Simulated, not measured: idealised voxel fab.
Process module in this document: voxel gate over fins
The cross-section shown here is cut; it is 230 nm wide and divided into square cells measuring 5 nm on a side.
Format of a cross-section: grid, square cells. Given as bands. Order: top down. Band: one or more rows of cells.
The band entry comprises the height of the band's top followed by the height of its bottom, expressed in nm, and subsequently the band's materials from left to right, each stated together with its width in nm. Where a single material is marked with the word "all across", that material fills the band from edge to edge. The word "empty" represents empty space.
Zero point of the height axis is 0; under it, received wafer = one material. Lowest band: continues down indefinitely, "0..down".
Width: "30 to 40" (first number = top row, second number = bottom row, same change from row to row of cells).
For the purposes of this document, the phrase "remained the same" attached to a step denotes that no cell within the cross-section was modified by that step.
Closed empty spaces (no open way to the top) of 8 cells or more are what "Trapped void list" lists, each as width x height at distance from the left edge, nm for all three.
Note: text after step settings on the step line = simulator remark on that step.
When a step includes a mask, the "overlay nm" setting on its line states how far to the right of its planned place that mask lay, and negative values state how far to the left.

LIST OF PLANNED PROCESS STEPS
- 1: op RECEIVE | material Si
- 2: op CONFORMAL_DEP | material SiN | thk nm 5
- 3: op MASKED_ETCH | tone cover | mask id FINS | width nm 15 | pitch nm 35 | etch materials SiN | depth nm 5 | overlay nm 0
- 4: op MASKED_ETCH | tone cover | mask id FINS | width nm 15 | pitch nm 35 | etch materials Si | depth nm 40 | overlay nm 0
- 5: op OXIDIZE | depth nm 5
- 6: op FILL_DEP | material SiO2 | thk nm 10
- 7: op CMP | height nm 5
- 8: op SELECTIVE_ETCH | etch materials SiO2 | depth nm 20
- 9: op STRIP | etch materials SiN
- 10: op CONFORMAL_DEP | material HfO2 | thk nm 5
- 11: op CONFORMAL_DEP | material TiN | thk nm 5
- 12: op FILL_DEP | material W | thk nm 15
- 13: op CMP | height nm 20
- 14: op CONFORMAL_DEP | material SiCN | thk nm 5

WAFER AT RECEIPT (POST STEP 1), CROSS-SECTION
  0..down: Si all across
  Trapped void list: none

THE PLAN ABOVE WAS CARRIED OUT ON THE STARTING STRUCTURE ABOVE WITH ONE MISTAKE, AND THIS CROSS-SECTION SHOWS THE WAFER AT THE END OF THE MODULE
  25..20: SiCN all across
  20..10: W all across
  10..5: TiN (75), W (5), TiN (30), W (5), TiN (30), W (5), TiN (80)
  5..0: HfO2 (70), TiN (15), HfO2 (20), TiN (15), HfO2 (20), TiN (15), HfO2 (75)
  0..-5: Si (65), HfO2 (25), Si (10), HfO2 (25), Si (10), HfO2 (25), Si (70)
  -5..down: Si all across
  Trapped void list: none
Run error: step 3 went in with a setting other than planned; the actual run was op MASKED_ETCH | tone open | mask id FINS | width nm 15 | pitch nm 35 | etch materials SiN | depth nm 5 | overlay nm 0
